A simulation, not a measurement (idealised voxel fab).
Process module name: voxel tone inversion
The width of the displayed cross-section, cut, is 190 nm; its cells are square, with a size of 5 nm.
Think of the cross-section as a grid of square cells. We describe it in bands, top to bottom, and each band covers one or more rows of those cells.
Look at the band entry: it leads with the top's height and the bottom's height in nm. Then it lists the materials left to right, with a width in nm for each. The word "full width" on a single material says that material fills the band edge to edge. The word "air" is empty space.
Measure heights from 0. That's the level where, below it, the as-received wafer is all one material. The lowest band is bottomless and extends downward; write it as in "0..down".
Top row gets the first number, bottom row gets the second, and each row in between changes by the same step: that is how a band width like "30 to 40" works.
"no modification" for a step: no cell of the cross-section changed in that step.
Enclosed cavity list: empty space of 8 cells or more with no open way to the top, each as width x height at its distance from the left edge, in nm
If you see something after the settings on a step's line, that's the simulator's own remark about that step.
overlay nm: right-of-plan distance of the mask on a masked step; negative values mean left-of-plan.

These are the steps we planned for the process:
1) RECEIVE: material Si
2) CONFORMAL_DEP: material SiCN, thk nm 10
3) DIRECTIONAL_DEP: material polySi, thk nm 25
4) PATTERN: tone cover, mask id POSTS, material resist, width nm 25, pitch nm 40, thk nm 35, overlay nm 0
5) DIRECTIONAL_ETCH: etch materials polySi, depth nm 25
6) STRIP: etch materials resist
7) FILL_DEP: material lowk, thk nm 5
8) CMP: height nm 35
9) STRIP: etch materials polySi
10) CONFORMAL_DEP: material TiN, thk nm 5
11) FILL_DEP: material W, thk nm 5
12) CMP: height nm 35
13) CONFORMAL_DEP: material SiCN, thk nm 5

Cross-sectional view of the wafer in its as-received condition, corresponding to the state after step 1:
    0..down: Si full width
    Enclosed cavity list: none

One mistake in running the module, otherwise start and plan as above: cross-section at the end:
    40..35: SiCN full width
    35..15: 35 W | 5 TiN | 25 lowk | 5 TiN | 5 W | 5 TiN | 25 lowk | 5 TiN | 5 W | 5 TiN | 25 lowk | 5 TiN | 40 W
    15..10: 40 TiN | 25 lowk | 15 TiN | 25 lowk | 15 TiN | 25 lowk | 45 TiN
    10..0: SiCN full width
    0..down: Si full width
    Enclosed cavity list: none
What was done differently from what was planned? step 4 was processed under conditions differing from the plan, specifically as PATTERN: tone open, mask id POSTS, material resist, width nm 25, pitch nm 40, thk nm 35, overlay nm 0
